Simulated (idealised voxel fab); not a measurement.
The name of this process module is voxel self aligned contacts.
Each square cell in cross-section cut measures 5 nm, and the section as a whole is 240 nm wide.
If you're reading a cross-section in this doc, picture square cells in a grid; it comes to you as bands, top ones listed first down to the bottom, and a band can be one or more rows of cells.
The band entry comprises the height of the band's top followed by the height of its bottom, expressed in nm, and subsequently the band's materials from left to right, each stated together with its width in nm. Where a single material is marked with the word "throughout", that material fills the band from edge to edge. The word "blank" represents empty space.
A quick word on heights: they are counted from 0, and under that level the wafer as it came to us is one material throughout. The lowest band is different from the rest in having no bottom; it simply continues downward, written as in "top 0, no bottom".
So if you see something like "30 to 40" for the width, read it as the top row of the band sitting at the first number and the bottom row at the second, with every row in between moving by the same amount as the last.
A step reported as "nothing was modified" is a step in which no cell of the cross-section changed.
Empty spaces without an open route to the top, at least 8 cells in extent, make up the entry "Entrapped void list"; each is given as width x height at distance, where the distance is measured from the left edge, and all are in nm.
It should be noted that, on the line of a given step, the content following the step's settings is a remark produced by the simulator itself with respect to that step.
For masked steps, "overlay nm" on the step line gives how far right of plan the mask actually lay; a minus sign means it lay to the left.
# Set out below are the planned steps of the process
1. RECEIVE with material Si
2. OXIDIZE with depth nm 5
3. DIRECTIONAL_DEP with material polySi, thk nm 20
4. DIRECTIONAL_DEP with material SiN, thk nm 20
5. DIRECTIONAL_DEP with material aC, thk nm 10
6. PATTERN with tone cover, mask id GATE, material resist, width nm 35, pitch nm 75, thk nm 25, overlay nm 0
7. DIRECTIONAL_ETCH with etch materials aC, depth nm 10
8. STRIP with etch materials resist
9. DIRECTIONAL_ETCH with etch materials SiN, depth nm 20
10. DIRECTIONAL_ETCH with etch materials polySi, depth nm 20
11. STRIP with etch materials aC
12. CONFORMAL_DEP with material SiN, thk nm 10
13. DIRECTIONAL_ETCH with etch materials SiN, depth nm 10
14. FILL_DEP with material SiO2, thk nm 10
15. CMP with height nm 45
16. MASKED_ETCH with tone open, mask id CONTACT, width nm 60, etch materials SiO2, depth nm 50, overlay nm 0
17. CONFORMAL_DEP with material TiN, thk nm 5
18. FILL_DEP with material Ru, thk nm 5
19. CMP with height nm 45
20. CONFORMAL_DEP with material SiCN, thk nm 5
# Cross-section of the wafer as it came to us, i.e., already through step 1
* top 0, no bottom: Si throughout
* Entrapped void list: none
# Cross-section at module end, one run error; start and plan unchanged from above
* top 50, bottom 45: SiCN throughout
* top 45, bottom 40: SiO2: 90; TiN: 60; SiO2: 90
* top 40, bottom 20: SiN: 75; SiO2: 15; SiN: 60; SiO2: 15; SiN: 75
* top 20, bottom 0: polySi: 65; SiN: 10; SiO2: 15; SiN: 10; polySi: 40; SiN: 10; SiO2: 15; SiN: 10; polySi: 65
* top 0, bottom -5: SiO2 throughout
* top -5, no bottom: Si throughout
* Entrapped void list: none
Diagnosis: step 6 ran as: PATTERN with tone open, mask id GATE, material resist, width nm 35, pitch nm 75, thk nm 25, overlay nm 0
